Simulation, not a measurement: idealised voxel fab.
Presented below is a process module, voxel wiring stack.
cross-section cut | 255 nm wide | cells 5 nm
If you're reading a cross-section in this doc, picture square cells in a grid; it comes to you as bands, top ones listed first down to the bottom, and a band can be one or more rows of cells.
Quick guide to a band line: top height, bottom height (nm) up front; then every material left to right with its width in nm. Only one material and it's marked "all across"? Then it fills the band edge to edge. And "air" just means empty space.
Measure heights from 0. That's the level where, below it, the as-received wafer is all one material. The lowest band is bottomless and extends downward; write it as in "0 nm and below".
A width such as "30..40" changes by the same amount from each row of cells to the next, from the band's top row to its bottom row.
"no change occurred" means the step left every cell of the cross-section as it was.
"closed voids" means: voids of 8 cells or more that are shut off from the top with no open way through. Written width x height at distance, distance from the left edge, in nm.
What comes after the settings on a step's line is commentary from the simulator itself on that step.
Among the settings permitted on a step's line is "overlay nm"; applied to a step with a mask, it specifies the extent to which the mask lay to the right of its planned position, whereas a negative figure signifies a position to the left.
Layout of what follows: cross-section pairs, each bracketing one process step, the after cross-section shown only to the lowest band that changed, the step between and its settings noted under each pair. Pairs may originate in different runs of this module on the same starting wafer; a pair continues from the pair above only where its entry headed "before" says so.
BEFORE
  0 nm and below = Si all across
  closed voids: none
POST-STEP SECTION VIEW
  15 nm to 0 nm = SiO2 all across
  Heights below 0 show no change.
  closed voids: none
Relating the two cross-sections above, the step in between is CONFORMAL_DEP, material SiO2, thk nm 15
before: the state before this step is the cross-section shown after the step in the pair just above.
POST-STEP SECTION VIEW
  20 nm to 15 nm = SiN all across
  Heights below 15 show no change.
  closed voids: none
Relating the two cross-sections above, the step in between is CONFORMAL_DEP, material SiN, thk nm 5
before: the state before this step is the cross-section shown after the step in the pair just above.
POST-STEP SECTION VIEW
  35 nm to 20 nm = SiO2 all across
  Heights below 20 show no change.
  closed voids: none
Relating the two cross-sections above, the step in between is DIRECTIONAL_DEP, material SiO2, thk nm 15
before: the state before this step is the cross-section shown after the step in the pair just above.
POST-STEP SECTION VIEW
  50 nm to 35 nm = aC all across
  Heights below 35 show no change.
  closed voids: none
Relating the two cross-sections above, the step in between is DIRECTIONAL_DEP, material aC, thk nm 15
before: the state before this step is the cross-section shown after the step in the pair just above.
POST-STEP SECTION VIEW
  85 nm to 50 nm = resist 65, air 20, resist 15, air 20, resist 15, air 20, resist 15, air 20, resist 65
  Heights below 50 show no change.
  closed voids: none
Relating the two cross-sections above, the step in between is PATTERN, tone open, mask id METAL_1, material resist, width nm 20, pitch nm 35, thk nm 35, overlay nm 0
before: the state before this step is the cross-section shown after the step in the pair just above.
POST-STEP SECTION VIEW
  70 nm to 50 nm = resist 65, air 20, resist 15, air 20, resist 15, air 20, resist 15, air 20, resist 65
  50 nm to 35 nm = aC 65, air 20, aC 15, air 20, aC 15, air 20, aC 15, air 20, aC 65
  Heights below 35 show no change.
  closed voids: none
Relating the two cross-sections above, the step in between is DIRECTIONAL_ETCH, etch materials aC, depth nm 15
before: the state before this step is the cross-section shown after the step in the pair just above.
POST-STEP SECTION VIEW
  50 nm to 35 nm = aC 65, air 20, aC 15, air 20, aC 15, air 20, aC 15, air 20, aC 65
  Heights below 35 show no change.
  closed voids: none
Relating the two cross-sections above, the step in between is STRIP, etch materials resist
before: the state before this step is the cross-section shown after the step in the pair just above.
POST-STEP SECTION VIEW
  50 nm to 35 nm = aC 65, air 20, aC 15, air 20, aC 15, air 20, aC 15, air 20, aC 65
  35 nm to 20 nm = SiO2 65, air 20, SiO2 15, air 20, SiO2 15, air 20, SiO2 15, air 20, SiO2 65
  Heights below 20 show no change.
  closed voids: none
Relating the two cross-sections above, the step in between is DIRECTIONAL_ETCH, etch materials SiO2, depth nm 15
before: the state before this step is the cross-section shown after the step in the pair just above.
POST-STEP SECTION VIEW
  50 nm to 35 nm = aC 65, air 20, aC 15, air 20, aC 15, air 20, aC 15, air 20, aC 65
  35 nm to 20 nm = SiO2 65, air 20, SiO2 15, air 20, SiO2 15, air 20, SiO2 15, air 20, SiO2 65
  20 nm to 15 nm = SiN 65, air 20, SiN 15, air 20, SiN 15, air 20, SiN 15, air 20, SiN 65
  Heights below 15 show no change.
  closed voids: none
Relating the two cross-sections above, the step in between is DIRECTIONAL_ETCH, etch materials SiN, depth nm 5
before: the state before this step is the cross-section shown after the step in the pair just above.
POST-STEP SECTION VIEW
  35 nm to 20 nm = SiO2 65, air 20, SiO2 15, air 20, SiO2 15, air 20, SiO2 15, air 20, SiO2 65
  Heights below 20 show no change.
  closed voids: none
Relating the two cross-sections above, the step in between is STRIP, etch materials aC
before: the state before this step is the cross-section shown after the step in the pair just above.
POST-STEP SECTION VIEW
  40 nm to 35 nm = TiN 70, air 10, TiN 25, air 10, TiN 25, air 10, TiN 25, air 10, TiN 70
  35 nm to 20 nm = SiO2 65, TiN 5, air 10, TiN 5, SiO2 15, TiN 5, air 10, TiN 5, SiO2 15, TiN 5, air 10, TiN 5, SiO2 15, TiN 5, air 10, TiN 5, SiO2 65
  20 nm to 15 nm = SiN 65, TiN 20, SiN 15, TiN 20, SiN 15, TiN 20, SiN 15, TiN 20, SiN 65
  Heights below 15 show no change.
  closed voids: none
Relating the two cross-sections above, the step in between is CONFORMAL_DEP, material TiN, thk nm 5
before: the state before this step is the cross-section shown after the step in the pair just above.
POST-STEP SECTION VIEW
  50 nm to 40 nm = W all across
  40 nm to 35 nm = TiN 70, W 10, TiN 25, W 10, TiN 25, W 10, TiN 25, W 10, TiN 70
  35 nm to 20 nm = SiO2 65, TiN 5, W 10, TiN 5, SiO2 15, TiN 5, W 10, TiN 5, SiO2 15, TiN 5, W 10, TiN 5, SiO2 15, TiN 5, W 10, TiN 5, SiO2 65
  Heights below 20 show no change.
  closed voids: none
Relating the two cross-sections above, the step in between is FILL_DEP, material W, thk nm 10
before: the state before this step is the cross-section shown after the step in the pair just above.
POST-STEP SECTION VIEW
  35 nm to 20 nm = SiO2 65, TiN 5, W 10, TiN 5, SiO2 15, TiN 5, W 10, TiN 5, SiO2 15, TiN 5, W 10, TiN 5, SiO2 15, TiN 5, W 10, TiN 5, SiO2 65
  Heights below 20 show no change.
  closed voids: none
Relating the two cross-sections above, the step in between is CMP, height nm 35
before: the state before this step is the cross-section shown after the step in the pair just above.
POST-STEP SECTION VIEW
  40 nm to 35 nm = SiCN all across
  Heights below 35 show no change.
  closed voids: none
Relating the two cross-sections above, the step in between is CONFORMAL_DEP, material SiCN, thk nm 5
before: the state before this step is the cross-section shown after the step in the pair just above.
POST-STEP SECTION VIEW
  55 nm to 40 nm = SiO2 all across
  Heights below 40 show no change.
  closed voids: none
Relating the two cross-sections above, the step in between is DIRECTIONAL_DEP, material SiO2, thk nm 15
before: the state before this step is the cross-section shown after the step in the pair just above.
POST-STEP SECTION VIEW
  75 nm to 55 nm = resist 65, air 15, resist 55, air 15, resist 105
  Heights below 55 show no change.
  closed voids: none
Relating the two cross-sections above, the step in between is PATTERN, tone open, mask id PLUG_1, material resist, width nm 15, pitch nm 70, thk nm 20, overlay nm 0
before: the state before this step is the cross-section shown after the step in the pair just above.
POST-STEP SECTION VIEW
  75 nm to 55 nm = resist 65, air 15, resist 55, air 15, resist 105
  55 nm to 40 nm = SiO2 65, air 15, SiO2 55, air 15, SiO2 105
  Heights below 40 show no change.
  closed voids: none
Relating the two cross-sections above, the step in between is DIRECTIONAL_ETCH, etch materials SiO2, depth nm 15
before: the state before this step is the cross-section shown after the step in the pair just above.
POST-STEP SECTION VIEW
  75 nm to 55 nm = resist 65, air 15, resist 55, air 15, resist 105
  55 nm to 40 nm = SiO2 65, air 15, SiO2 55, air 15, SiO2 105
  40 nm to 35 nm = SiCN 65, air 15, SiCN 55, air 15, SiCN 105
  Heights below 35 show no change.
  closed voids: none
Relating the two cross-sections above, the step in between is DIRECTIONAL_ETCH, etch materials SiCN, depth nm 5
before: the state before this step is the cross-section shown after the step in the pair just above.
POST-STEP SECTION VIEW
  55 nm to 40 nm = SiO2 65, air 15, SiO2 55, air 15, SiO2 105
  Heights below 40 show no change.
  closed voids: none
Relating the two cross-sections above, the step in between is STRIP, etch materials resist
before: the state before this step is the cross-section shown after the step in the pair just above.
POST-STEP SECTION VIEW
  60 nm to 55 nm = TiN 70, air 5, TiN 65, air 5, TiN 110
  55 nm to 40 nm = SiO2 65, TiN 5, air 5, TiN 5, SiO2 55, TiN 5, air 5, TiN 5, SiO2 105
  40 nm to 35 nm = SiCN 65, TiN 15, SiCN 55, TiN 15, SiCN 105
  Heights below 35 show no change.
  closed voids: none
Relating the two cross-sections above, the step in between is CONFORMAL_DEP, material TiN, thk nm 5
before: the state before this step is the cross-section shown after the step in the pair just above.
POST-STEP SECTION VIEW
  70 nm to 60 nm = Ru all across
  60 nm to 55 nm = TiN 70, Ru 5, TiN 65, Ru 5, TiN 110
  55 nm to 40 nm = SiO2 65, TiN 5, Ru 5, TiN 5, SiO2 55, TiN 5, Ru 5, TiN 5, SiO2 105
  Heights below 40 show no change.
  closed voids: none
Relating the two cross-sections above, the step in between is FILL_DEP, material Ru, thk nm 10
before: the state before this step is the cross-section shown after the step in the pair just above.
POST-STEP SECTION VIEW
  55 nm to 40 nm = SiO2 65, TiN 5, Ru 5, TiN 5, SiO2 55, TiN 5, Ru 5, TiN 5, SiO2 105
  Heights below 40 show no change.
  closed voids: none
Relating the two cross-sections above, the step in between is CMP, height nm 55
before: the state before this step is the cross-section shown after the step in the pair just above.
POST-STEP SECTION VIEW
  60 nm to 55 nm = TiN all across
  Heights below 55 show no change.
  closed voids: none
Relating the two cross-sections above, the step in between is DIRECTIONAL_DEP, material TiN, thk nm 5
before: the state before this step is the cross-section shown after the step in the pair just above.
POST-STEP SECTION VIEW
  75 nm to 60 nm = Ru all across
  Heights below 60 show no change.
  closed voids: none
Relating the two cross-sections above, the step in between is DIRECTIONAL_DEP, material Ru, thk nm 15
before: the state before this step is the cross-section shown after the step in the pair just above.
POST-STEP SECTION VIEW
  75 nm to 60 nm = air 65, Ru 20, air 15, Ru 20, air 15, Ru 20, air 15, Ru 20, air 65
  Heights below 60 show no change.
  closed voids: none
Relating the two cross-sections above, the step in between is MASKED_ETCH, tone cover, mask id METAL_2, width nm 20, pitch nm 35, etch materials Ru, depth nm 15, overlay nm 0
before: the state before this step is the cross-section shown after the step in the pair just above.
POST-STEP SECTION VIEW
  75 nm to 60 nm = air 65, Ru 20, air 15, Ru 20, air 15, Ru 20, air 15, Ru 20, air 65
  60 nm to 55 nm = air 65, TiN 20, air 15, TiN 20, air 15, TiN 20, air 15, TiN 20, air 65
  Heights below 55 show no change.
  closed voids: none
Relating the two cross-sections above, the step in between is MASKED_ETCH, tone cover, mask id METAL_2, width nm 20, pitch nm 35, etch materials TiN, depth nm 5, overlay nm 0
before: the state before this step is the cross-section shown after the step in the pair just above.
POST-STEP SECTION VIEW
  80 nm to 75 nm = SiO2 all across
  75 nm to 60 nm = SiO2 65, Ru 20, SiO2 15, Ru 20, SiO2 15, Ru 20, SiO2 15, Ru 20, SiO2 65
  60 nm to 55 nm = SiO2 65, TiN 20, SiO2 15, TiN 20, SiO2 15, TiN 20, SiO2 15, TiN 20, SiO2 65
  Heights below 55 show no change.
  closed voids: none
Relating the two cross-sections above, the step in between is FILL_DEP, material SiO2, thk nm 5
before: the state before this step is the cross-section shown after the step in the pair just above.
POST-STEP SECTION VIEW
  75 nm to 60 nm = SiO2 65, Ru 20, SiO2 15, Ru 20, SiO2 15, Ru 20, SiO2 15, Ru 20, SiO2 65
  Heights below 60 show no change.
  closed voids: none
Relating the two cross-sections above, the step in between is CMP, height nm 75
before: the state before this step is the cross-section shown after the step in the pair just above.
POST-STEP SECTION VIEW
  80 nm to 75 nm = SiCN all across
  Heights below 75 show no change.
  closed voids: none
Relating the two cross-sections above, the step in between is CONFORMAL_DEP, material SiCN, thk nm 5
before: the state before this step is the cross-section shown after the step in the pair just above.
POST-STEP SECTION VIEW
  110 nm to 80 nm = SiO2 all across
  Heights below 80 show no change.
  closed voids: none
Relating the two cross-sections above, the step in between is DIRECTIONAL_DEP, material SiO2, thk nm 30
before: the state before this step is the cross-section shown after the step in the pair just above.
POST-STEP SECTION VIEW
  120 nm to 110 nm = aC all across
  Heights below 110 show no change.
  closed voids: none
Relating the two cross-sections above, the step in between is DIRECTIONAL_DEP, material aC, thk nm 10
before: the state before this step is the cross-section shown after the step in the pair just above.
POST-STEP SECTION VIEW
  150 nm to 120 nm = resist 65, air 20, resist 15, air 20, resist 15, air 20, resist 15, air 20, resist 65
  Heights below 120 show no change.
  closed voids: none
Relating the two cross-sections above, the step in between is PATTERN, tone open, mask id METAL_3, material resist, width nm 20, pitch nm 35, thk nm 30, overlay nm 0
before: the state before this step is the cross-section shown after the step in the pair just above.
POST-STEP SECTION VIEW
  140 nm to 120 nm = resist 65, air 20, resist 15, air 20, resist 15, air 20, resist 15, air 20, resist 65
  120 nm to 110 nm = aC 65, air 20, aC 15, air 20, aC 15, air 20, aC 15, air 20, aC 65
  Heights below 110 show no change.
  closed voids: none
Relating the two cross-sections above, the step in between is DIRECTIONAL_ETCH, etch materials aC, depth nm 10
before: the state before this step is the cross-section shown after the step in the pair just above.
POST-STEP SECTION VIEW
  120 nm to 110 nm = aC 65, air 20, aC 15, air 20, aC 15, air 20, aC 15, air 20, aC 65
  Heights below 110 show no change.
  closed voids: none
Relating the two cross-sections above, the step in between is STRIP, etch materials resist
before: the state before this step is the cross-section shown after the step in the pair just above.
POST-STEP SECTION VIEW
  120 nm to 110 nm = aC 65, air 20, aC 15, air 20, aC 15, air 20, aC 15, air 20, aC 65
  110 nm to 90 nm = SiO2 65, air 20, SiO2 15, air 20, SiO2 15, air 20, SiO2 15, air 20, SiO2 65
  Heights below 90 show no change.
  closed voids: none
Relating the two cross-sections above, the step in between is DIRECTIONAL_ETCH, etch materials SiO2, depth nm 20
before: the state before this step is the cross-section shown after the step in the pair just above.
POST-STEP SECTION VIEW
  110 nm to 90 nm = SiO2 65, air 20, SiO2 15, air 20, SiO2 15, air 20, SiO2 15, air 20, SiO2 65
  Heights below 90 show no change.
  closed voids: none
Relating the two cross-sections above, the step in between is STRIP, etch materials aC
before: the state before this step is the cross-section shown after the step in the pair just above.
POST-STEP SECTION VIEW
  130 nm to 110 nm = resist 65, air 15, resist 55, air 15, resist 105
  110 nm to 90 nm = SiO2 65, air 15, resist 5, SiO2 15, resist 20, SiO2 15, air 15, resist 5, SiO2 15, resist 20, SiO2 65
  Heights below 90 show no change.
  closed voids: none
Relating the two cross-sections above, the step in between is PATTERN, tone open, mask id METAL_3_HOLES, material resist, width nm 15, pitch nm 70, thk nm 20, overlay nm 0
before: the state before this step is the cross-section shown after the step in the pair just above.
POST-STEP SECTION VIEW
  130 nm to 110 nm = resist 65, air 15, resist 55, air 15, resist 105
  110 nm to 90 nm = SiO2 65, air 15, resist 5, SiO2 15, resist 20, SiO2 15, air 15, resist 5, SiO2 15, resist 20, SiO2 65
  90 nm to 80 nm = SiO2 65, air 15, SiO2 55, air 15, SiO2 105
  Heights below 80 show no change.
  closed voids: none
Relating the two cross-sections above, the step in between is DIRECTIONAL_ETCH, etch materials SiO2, depth nm 10
before: the state before this step is the cross-section shown after the step in the pair just above.
POST-STEP SECTION VIEW
  130 nm to 110 nm = resist 65, air 15, resist 55, air 15, resist 105
  110 nm to 90 nm = SiO2 65, air 15, resist 5, SiO2 15, resist 20, SiO2 15, air 15, resist 5, SiO2 15, resist 20, SiO2 65
  90 nm to 80 nm = SiO2 65, air 15, SiO2 55, air 15, SiO2 105
  80 nm to 75 nm = SiCN 65, air 15, SiCN 55, air 15, SiCN 105
  Heights below 75 show no change.
  closed voids: none
Relating the two cross-sections above, the step in between is DIRECTIONAL_ETCH, etch materials SiCN, depth nm 5
before: the state before this step is the cross-section shown after the step in the pair just above.
POST-STEP SECTION VIEW
  110 nm to 90 nm = SiO2 65, air 20, SiO2 15, air 20, SiO2 15, air 20, SiO2 15, air 20, SiO2 65
  Heights below 90 show no change.
  closed voids: none
Relating the two cross-sections above, the step in between is STRIP, etch materials resist
before: the state before this step is the cross-section shown after the step in the pair just above.
POST-STEP SECTION VIEW
  115 nm to 110 nm = TiN 70, air 10, TiN 25, air 10, TiN 25, air 10, TiN 25, air 10, TiN 70
  110 nm to 95 nm = SiO2 65, TiN 5, air 10, TiN 5, SiO2 15, TiN 5, air 10, TiN 5, SiO2 15, TiN 5, air 10, TiN 5, SiO2 15, TiN 5, air 10, TiN 5, SiO2 65
  95 nm to 90 nm = SiO2 65, TiN 5, air 5, TiN 10, SiO2 15, TiN 20, SiO2 15, TiN 5, air 5, TiN 10, SiO2 15, TiN 20, SiO2 65
  90 nm to 80 nm = SiO2 65, TiN 5, air 5, TiN 5, SiO2 55, TiN 5, air 5, TiN 5, SiO2 105
  80 nm to 75 nm = SiCN 65, TiN 15, SiCN 55, TiN 15, SiCN 105
  Heights below 75 show no change.
  closed voids: none
Relating the two cross-sections above, the step in between is CONFORMAL_DEP, material TiN, thk nm 5
before: the state before this step is the cross-section shown after the step in the pair just above.
POST-STEP SECTION VIEW
  120 nm to 115 nm = Cu all across
  115 nm to 110 nm = TiN 70, Cu 10, TiN 25, Cu 10, TiN 25, Cu 10, TiN 25, Cu 10, TiN 70
  110 nm to 95 nm = SiO2 65, TiN 5, Cu 10, TiN 5, SiO2 15, TiN 5, Cu 10, TiN 5, SiO2 15, TiN 5, Cu 10, TiN 5, SiO2 15, TiN 5, Cu 10, TiN 5, SiO2 65
  95 nm to 90 nm = SiO2 65, TiN 5, Cu 5, TiN 10, SiO2 15, TiN 20, SiO2 15, TiN 5, Cu 5, TiN 10, SiO2 15, TiN 20, SiO2 65
  90 nm to 80 nm = SiO2 65, TiN 5, Cu 5, TiN 5, SiO2 55, TiN 5, Cu 5, TiN 5, SiO2 105
  Heights below 80 show no change.
  closed voids: none
Relating the two cross-sections above, the step in between is FILL_DEP, material Cu, thk nm 5
before: the state before this step is the cross-section shown after the step in the pair just above.
POST-STEP SECTION VIEW
  110 nm to 95 nm = SiO2 65, TiN 5, Cu 10, TiN 5, SiO2 15, TiN 5, Cu 10, TiN 5, SiO2 15, TiN 5, Cu 10, TiN 5, SiO2 15, TiN 5, Cu 10, TiN 5, SiO2 65
  Heights below 95 show no change.
  closed voids: none
Relating the two cross-sections above, the step in between is CMP, height nm 110
before: the state before this step is the cross-section shown after the step in the pair just above.
POST-STEP SECTION VIEW
  115 nm to 110 nm = SiN all across
  Heights below 110 show no change.
  closed voids: none
Relating the two cross-sections above, the step in between is CONFORMAL_DEP, material SiN, thk nm 5
BEFORE
  20 nm to 15 nm = SiN all across
  15 nm to 0 nm = SiO2 all across
  0 nm and below = Si all across
  closed voids: none
POST-STEP SECTION VIEW
  35 nm to 20 nm = aC all across
  Heights below 20 show no change.
  closed voids: none
Relating the two cross-sections above, the step in between is DIRECTIONAL_DEP, material aC, thk nm 15
before: the state before this step is the cross-section shown after the step in the pair just above.
POST-STEP SECTION VIEW
  70 nm to 35 nm = resist 65, air 20, resist 15, air 20, resist 15, air 20, resist 15, air 20, resist 65
  Heights below 35 show no change.
  closed voids: none
Relating the two cross-sections above, the step in between is PATTERN, tone open, mask id METAL_1, material resist, width nm 20, pitch nm 35, thk nm 35, overlay nm 0
before: the state before this step is the cross-section shown after the step in the pair just above.
POST-STEP SECTION VIEW
  55 nm to 35 nm = resist 65, air 20, resist 15, air 20, resist 15, air 20, resist 15, air 20, resist 65
  35 nm to 20 nm = aC 65, air 20, aC 15, air 20, aC 15, air 20, aC 15, air 20, aC 65
  Heights below 20 show no change.
  closed voids: none
Relating the two cross-sections above, the step in between is DIRECTIONAL_ETCH, etch materials aC, depth nm 15
before: the state before this step is the cross-section shown after the step in the pair just above.
POST-STEP SECTION VIEW
  35 nm to 20 nm = aC 65, air 20, aC 15, air 20, aC 15, air 20, aC 15, air 20, aC 65
  Heights below 20 show no change.
  closed voids: none
Relating the two cross-sections above, the step in between is STRIP, etch materials resist
before: the state before this step is the cross-section shown after the step in the pair just above.
POST-STEP SECTION VIEW
  35 nm to 20 nm = aC 65, air 20, aC 15, air 20, aC 15, air 20, aC 15, air 20, aC 65
  20 nm to 15 nm = SiN 65, air 20, SiN 15, air 20, SiN 15, air 20, SiN 15, air 20, SiN 65
  Heights below 15 show no change.
  closed voids: none
Relating the two cross-sections above, the step in between is DIRECTIONAL_ETCH, etch materials SiN, depth nm 5
before: the state before this step is the cross-section shown after the step in the pair just above.
POST-STEP SECTION VIEW
  20 nm to 15 nm = SiN 65, air 20, SiN 15, air 20, SiN 15, air 20, SiN 15, air 20, SiN 65
  Heights below 15 show no change.
  closed voids: none
Relating the two cross-sections above, the step in between is STRIP, etch materials aC
before: the state before this step is the cross-section shown after the step in the pair just above.
POST-STEP SECTION VIEW
  25 nm to 20 nm = TiN 70, air 10, TiN 25, air 10, TiN 25, air 10, TiN 25, air 10, TiN 70
  20 nm to 15 nm = SiN 65, TiN 20, SiN 15, TiN 20, SiN 15, TiN 20, SiN 15, TiN 20, SiN 65
  Heights below 15 show no change.
  closed voids: none
Relating the two cross-sections above, the step in between is CONFORMAL_DEP, material TiN, thk nm 5
before: the state before this step is the cross-section shown after the step in the pair just above.
POST-STEP SECTION VIEW
  35 nm to 25 nm = W all across
  25 nm to 20 nm = TiN 70, W 10, TiN 25, W 10, TiN 25, W 10, TiN 25, W 10, TiN 70
  Heights below 20 show no change.
  closed voids: none
Relating the two cross-sections above, the step in between is FILL_DEP, material W, thk nm 10
before: the state before this step is the cross-section shown after the step in the pair just above.
POST-STEP SECTION VIEW
  40 nm to 35 nm = SiCN all across
  Heights below 35 show no change.
  closed voids: none
Relating the two cross-sections above, the step in between is CONFORMAL_DEP, material SiCN, thk nm 5
before: the state before this step is the cross-section shown after the step in the pair just above.
POST-STEP SECTION VIEW
  55 nm to 40 nm = SiO2 all across
  Heights below 40 show no change.
  closed voids: none
Relating the two cross-sections above, the step in between is DIRECTIONAL_DEP, material SiO2, thk nm 15
before: the state before this step is the cross-section shown after the step in the pair just above.
POST-STEP SECTION VIEW
  75 nm to 55 nm = resist 65, air 15, resist 55, air 15, resist 105
  Heights below 55 show no change.
  closed voids: none
Relating the two cross-sections above, the step in between is PATTERN, tone open, mask id PLUG_1, material resist, width nm 15, pitch nm 70, thk nm 20, overlay nm 0
before: the state before this step is the cross-section shown after the step in the pair just above.
POST-STEP SECTION VIEW
  75 nm to 55 nm = resist 65, air 15, resist 55, air 15, resist 105
  55 nm to 40 nm = SiO2 65, air 15, SiO2 55, air 15, SiO2 105
  Heights below 40 show no change.
  closed voids: none
Relating the two cross-sections above, the step in between is DIRECTIONAL_ETCH, etch materials SiO2, depth nm 15
before: the state before this step is the cross-section shown after the step in the pair just above.
POST-STEP SECTION VIEW
  75 nm to 55 nm = resist 65, air 15, resist 55, air 15, resist 105
  55 nm to 40 nm = SiO2 65, air 15, SiO2 55, air 15, SiO2 105
  40 nm to 35 nm = SiCN 65, air 15, SiCN 55, air 15, SiCN 105
  Heights below 35 show no change.
  closed voids: none
Relating the two cross-sections above, the step in between is DIRECTIONAL_ETCH, etch materials SiCN, depth nm 5
before: the state before this step is the cross-section shown after the step in the pair just above.
POST-STEP SECTION VIEW
  55 nm to 40 nm = SiO2 65, air 15, SiO2 55, air 15, SiO2 105
  Heights below 40 show no change.
  closed voids: none
Relating the two cross-sections above, the step in between is STRIP, etch materials resist
before: the state before this step is the cross-section shown after the step in the pair just above.
POST-STEP SECTION VIEW
  60 nm to 55 nm = TiN 70, air 5, TiN 65, air 5, TiN 110
  55 nm to 40 nm = SiO2 65, TiN 5, air 5, TiN 5, SiO2 55, TiN 5, air 5, TiN 5, SiO2 105
  40 nm to 35 nm = SiCN 65, TiN 15, SiCN 55, TiN 15, SiCN 105
  Heights below 35 show no change.
  closed voids: none
Relating the two cross-sections above, the step in between is CONFORMAL_DEP, material TiN, thk nm 5
before: the state before this step is the cross-section shown after the step in the pair just above.
POST-STEP SECTION VIEW
  70 nm to 60 nm = Ru all across
  60 nm to 55 nm = TiN 70, Ru 5, TiN 65, Ru 5, TiN 110
  55 nm to 40 nm = SiO2 65, TiN 5, Ru 5, TiN 5, SiO2 55, TiN 5, Ru 5, TiN 5, SiO2 105
  Heights below 40 show no change.
  closed voids: none
Relating the two cross-sections above, the step in between is FILL_DEP, material Ru, thk nm 10
before: the state before this step is the cross-section shown after the step in the pair just above.
POST-STEP SECTION VIEW
  55 nm to 40 nm = SiO2 65, TiN 5, Ru 5, TiN 5, SiO2 55, TiN 5, Ru 5, TiN 5, SiO2 105
  Heights below 40 show no change.
  closed voids: none
Relating the two cross-sections above, the step in between is CMP, height nm 55
before: the state before this step is the cross-section shown after the step in the pair just above.
POST-STEP SECTION VIEW
  60 nm to 55 nm = TiN all across
  Heights below 55 show no change.
  closed voids: none
Relating the two cross-sections above, the step in between is DIRECTIONAL_DEP, material TiN, thk nm 5
before: the state before this step is the cross-section shown after the step in the pair just above.
POST-STEP SECTION VIEW
  75 nm to 60 nm = Ru all across
  Heights below 60 show no change.
  closed voids: none
Relating the two cross-sections above, the step in between is DIRECTIONAL_DEP, material Ru, thk nm 15
before: the state before this step is the cross-section shown after the step in the pair just above.
POST-STEP SECTION VIEW
  75 nm to 60 nm = air 65, Ru 20, air 15, Ru 20, air 15, Ru 20, air 15, Ru 20, air 65
  Heights below 60 show no change.
  closed voids: none
Relating the two cross-sections above, the step in between is MASKED_ETCH, tone cover, mask id METAL_2, width nm 20, pitch nm 35, etch materials Ru, depth nm 15, overlay nm 0
before: the state before this step is the cross-section shown after the step in the pair just above.
POST-STEP SECTION VIEW
  75 nm to 60 nm = air 65, Ru 20, air 15, Ru 20, air 15, Ru 20, air 15, Ru 20, air 65
  60 nm to 55 nm = air 65, TiN 20, air 15, TiN 20, air 15, TiN 20, air 15, TiN 20, air 65
  Heights below 55 show no change.
  closed voids: none
Relating the two cross-sections above, the step in between is MASKED_ETCH, tone cover, mask id METAL_2, width nm 20, pitch nm 35, etch materials TiN, depth nm 5, overlay nm 0
before: the state before this step is the cross-section shown after the step in the pair just above.
POST-STEP SECTION VIEW
  80 nm to 75 nm = SiO2 all across
  75 nm to 60 nm = SiO2 65, Ru 20, SiO2 15, Ru 20, SiO2 15, Ru 20, SiO2 15, Ru 20, SiO2 65
  60 nm to 55 nm = SiO2 65, TiN 20, SiO2 15, TiN 20, SiO2 15, TiN 20, SiO2 15, TiN 20, SiO2 65
  Heights below 55 show no change.
  closed voids: none
Relating the two cross-sections above, the step in between is FILL_DEP, material SiO2, thk nm 5
before: the state before this step is the cross-section shown after the step in the pair just above.
POST-STEP SECTION VIEW
  75 nm to 60 nm = SiO2 65, Ru 20, SiO2 15, Ru 20, SiO2 15, Ru 20, SiO2 15, Ru 20, SiO2 65
  Heights below 60 show no change.
  closed voids: none
Relating the two cross-sections above, the step in between is CMP, height nm 75
before: the state before this step is the cross-section shown after the step in the pair just above.
POST-STEP SECTION VIEW
  80 nm to 75 nm = SiCN all across
  Heights below 75 show no change.
  closed voids: none
Relating the two cross-sections above, the step in between is CONFORMAL_DEP, material SiCN, thk nm 5
before: the state before this step is the cross-section shown after the step in the pair just above.
POST-STEP SECTION VIEW
  110 nm to 80 nm = SiO2 all across
  Heights below 80 show no change.
  closed voids: none
Relating the two cross-sections above, the step in between is DIRECTIONAL_DEP, material SiO2, thk nm 30
before: the state before this step is the cross-section shown after the step in the pair just above.
POST-STEP SECTION VIEW
  120 nm to 110 nm = aC all across
  Heights below 110 show no change.
  closed voids: none
Relating the two cross-sections above, the step in between is DIRECTIONAL_DEP, material aC, thk nm 10
before: the state before this step is the cross-section shown after the step in the pair just above.
POST-STEP SECTION VIEW
  150 nm to 120 nm = resist 65, air 20, resist 15, air 20, resist 15, air 20, resist 15, air 20, resist 65
  Heights below 120 show no change.
  closed voids: none
Relating the two cross-sections above, the step in between is PATTERN, tone open, mask id METAL_3, material resist, width nm 20, pitch nm 35, thk nm 30, overlay nm 0
before: the state before this step is the cross-section shown after the step in the pair just above.
POST-STEP SECTION VIEW
  140 nm to 120 nm = resist 65, air 20, resist 15, air 20, resist 15, air 20, resist 15, air 20, resist 65
  120 nm to 110 nm = aC 65, air 20, aC 15, air 20, aC 15, air 20, aC 15, air 20, aC 65
  Heights below 110 show no change.
  closed voids: none
Relating the two cross-sections above, the step in between is DIRECTIONAL_ETCH, etch materials aC, depth nm 10
before: the state before this step is the cross-section shown after the step in the pair just above.
POST-STEP SECTION VIEW
  120 nm to 110 nm = aC 65, air 20, aC 15, air 20, aC 15, air 20, aC 15, air 20, aC 65
  Heights below 110 show no change.
  closed voids: none
Relating the two cross-sections above, the step in between is STRIP, etch materials resist
before: the state before this step is the cross-section shown after the step in the pair just above.
POST-STEP SECTION VIEW
  120 nm to 110 nm = aC 65, air 20, aC 15, air 20, aC 15, air 20, aC 15, air 20, aC 65
  110 nm to 90 nm = SiO2 65, air 20, SiO2 15, air 20, SiO2 15, air 20, SiO2 15, air 20, SiO2 65
  Heights below 90 show no change.
  closed voids: none
Relating the two cross-sections above, the step in between is DIRECTIONAL_ETCH, etch materials SiO2, depth nm 20
before: the state before this step is the cross-section shown after the step in the pair just above.
POST-STEP SECTION VIEW
  110 nm to 90 nm = SiO2 65, air 20, SiO2 15, air 20, SiO2 15, air 20, SiO2 15, air 20, SiO2 65
  Heights below 90 show no change.
  closed voids: none
Relating the two cross-sections above, the step in between is STRIP, etch materials aC
before: the state before this step is the cross-section shown after the step in the pair just above.
POST-STEP SECTION VIEW
  130 nm to 110 nm = resist 65, air 15, resist 55, air 15, resist 105
  110 nm to 90 nm = SiO2 65, air 15, resist 5, SiO2 15, resist 20, SiO2 15, air 15, resist 5, SiO2 15, resist 20, SiO2 65
  Heights below 90 show no change.
  closed voids: none
Relating the two cross-sections above, the step in between is PATTERN, tone open, mask id METAL_3_HOLES, material resist, width nm 15, pitch nm 70, thk nm 20, overlay nm 0
